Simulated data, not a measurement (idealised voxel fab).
The process module that follows is named voxel released beams.
Pictured: cross-section cut, 285 nm wide, on a grid of 5 nm square cells.
Format of a cross-section: grid, square cells. Given as bands. Order: top down. Band: one or more rows of cells.
Heights first: top, then bottom, in nm. Then materials, left to right, each with a width in nm. "all across" on a single material: fills the band edge to edge. "empty": empty space.
It should be noted that heights are counted from 0, beneath which the wafer as supplied is of one material throughout, and that the lowest band possesses no lower boundary but continues downward, as written in "top 0, no bottom".
Width spec "30 to 40" -> top row of cells at first value, bottom row at second value, equal per-row change in between.
You'll sometimes find "nothing changed" written for a step, and that's the way of saying that nowhere in the cross-section did a cell change during that step.
"Sealed internal voids" - sealed voids, min. 8 cells, no opening to top; format: width x height at distance (distance from left edge; nm throughout).
Formally, on a step line, whatever follows the settings is a remark that the simulator itself makes on the step.
When a step includes a mask, the "overlay nm" setting on its line states how far to the right of its planned place that mask lay, and negative values state how far to the left.

Below is the list of planned process steps:
1: RECEIVE: material Si
2: CONFORMAL_DEP: material SiN, thk nm 10
3: DIRECTIONAL_DEP: material SiO2, thk nm 10
4: MASKED_ETCH: tone open, mask id ANCHOR, width nm 25, etch materials SiO2, depth nm 10, overlay nm 0
5: CONFORMAL_DEP: material polySi, thk nm 10
6: DIRECTIONAL_DEP: material aC, thk nm 15
7: PATTERN: tone cover, mask id BEAM, material resist, width nm 90, thk nm 30, overlay nm 0
8: DIRECTIONAL_ETCH: etch materials aC, depth nm 15
9: STRIP: etch materials resist
10: DIRECTIONAL_ETCH: etch materials polySi, depth nm 10
11: STRIP: etch materials aC
12: STRIP: etch materials SiO2

Incoming wafer in cross-section (state: after step 1):
* top 0, no bottom  Si all across
* Sealed internal voids: none

What the wafer looks like in cross-section after this module, when it starts as shown above and follows the plan above but one mistake is made in running it:
* top 20, bottom 10  empty (95) | polySi (15) | empty (5) | polySi (70) | empty (100)
* top 10, bottom 0  empty (100) | polySi (25) | empty (160)
* top 0, no bottom  Si all across
* Sealed internal voids: none
What was the processing mistake? plan step 2 skipped
